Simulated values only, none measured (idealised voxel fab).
The name of this process module is voxel ribs on slabs.
It is cross-section cut that appears here, measuring 265 nm in width, its square cells being 5 nm in size.
This document writes a cross-section as a grid whose cells are square, and gives it as bands, listed from the top down; one or more rows of cells form a band.
Each band's line starts with the height of the band's top and of its bottom, in nm. Then come its materials from left to right, each with its width in nm. One material with "all across" fills the band from edge to edge. "air" is empty space.
Height 0 is the level under which the wafer as received is all one material. The lowest band goes on downwards, as in "0 down".
The expression "30..40" gives the width at the extremes of the band, the first number at its top row of cells and the second at its bottom row, with the width changing by equal amounts from each row to the next in between.
No cell of the cross-section changed in a step that is given as "nothing got changed".
In "Closed void list" the enclosed voids are listed, meaning empty spaces of 8 cells or larger without any opening to the top. The form is width x height at distance, distance from the left edge, units nm.
Past the settings on a step's line: simulator remark, on that step.
What "overlay nm" on a step's line means: if the step has a mask, that mask lay this far to the right of its planned place, or, when the value is negative, to the left.

## Intended process steps
1) RECEIVE | material Si
2) DIRECTIONAL_DEP | material SiO2 | thk nm 30
3) DIRECTIONAL_DEP | material SiN | thk nm 20
4) PATTERN | tone cover | mask id RIB | material resist | width nm 30 | thk nm 20 | overlay nm 0
5) DIRECTIONAL_ETCH | etch materials SiN | depth nm 15
6) STRIP | etch materials resist
7) MASKED_ETCH | tone cover | mask id SLAB | width nm 90 | etch materials SiN | depth nm 5 | overlay nm 0
8) FILL_DEP | material SiO2 | thk nm 25
9) CMP | height nm 65
10) DIRECTIONAL_DEP | material TiN | thk nm 10
11) MASKED_ETCH | tone cover | mask id HEATER | width nm 40 | etch materials TiN | depth nm 10 | overlay nm 0
12) CONFORMAL_DEP | material SiN | thk nm 5

## Of two wafers, the first: run according to plan

## Received-state cross-section, reflecting completion of step 1
  0 down = Si all across
  Closed void list: none

## After step 2, in cross-section
  30 to 0 = SiO2 all across
  Below 0, no change.

## After step 3, in cross-section
  50 to 30 = SiN all across
  Below 30, no change.

## After step 4, in cross-section
  70 to 50 = air=115  resist=30  air=120
  Below 50, no change.

## After step 5, in cross-section
  70 to 50 = air=115  resist=30  air=120
  50 to 35 = air=115  SiN=30  air=120
  Below 35, no change.

## After step 6, in cross-section
  50 to 35 = air=115  SiN=30  air=120
  Below 35, no change.

## After step 7, in cross-section
  50 to 35 = air=115  SiN=30  air=120
  35 to 30 = air=85  SiN=90  air=90
  Below 30, no change.

## After step 8, in cross-section
  75 to 50 = SiO2 all across
  50 to 35 = SiO2=115  SiN=30  SiO2=120
  35 to 30 = SiO2=85  SiN=90  SiO2=90
  Below 30, no change.

## After step 9, in cross-section
  65 to 50 = SiO2 all across
  Below 50, no change.

## After step 10, in cross-section
  75 to 65 = TiN all across
  Below 65, no change.

## After step 11, in cross-section
  75 to 65 = air=110  TiN=40  air=115
  Below 65, no change.

## After step 12, in cross-section
  80 to 75 = air=105  SiN=50  air=110
  75 to 70 = air=105  SiN=5  TiN=40  SiN=5  air=110
  70 to 65 = SiN=110  TiN=40  SiN=115
  Below 65, no change.

## Companion wafer, the second of two: same beginning, same intended sequence, one mistake in carrying it out; through step 11 inclusive it tracks the first exactly

## Look at the second wafer in cross-section at the time step 12 ought to have finished
  80 to 70 = air=105  TiN=50  air=110
  70 to 65 = TiN all across
  Below 65, no change.
Deviation from plan: note that step 12 departed from the planned setting and was carried out as CONFORMAL_DEP | material TiN | thk nm 5
Count the cells at the end and the second wafer has more or fewer of some materials than the first: 57 fewer of SiN; 57 more of TiN
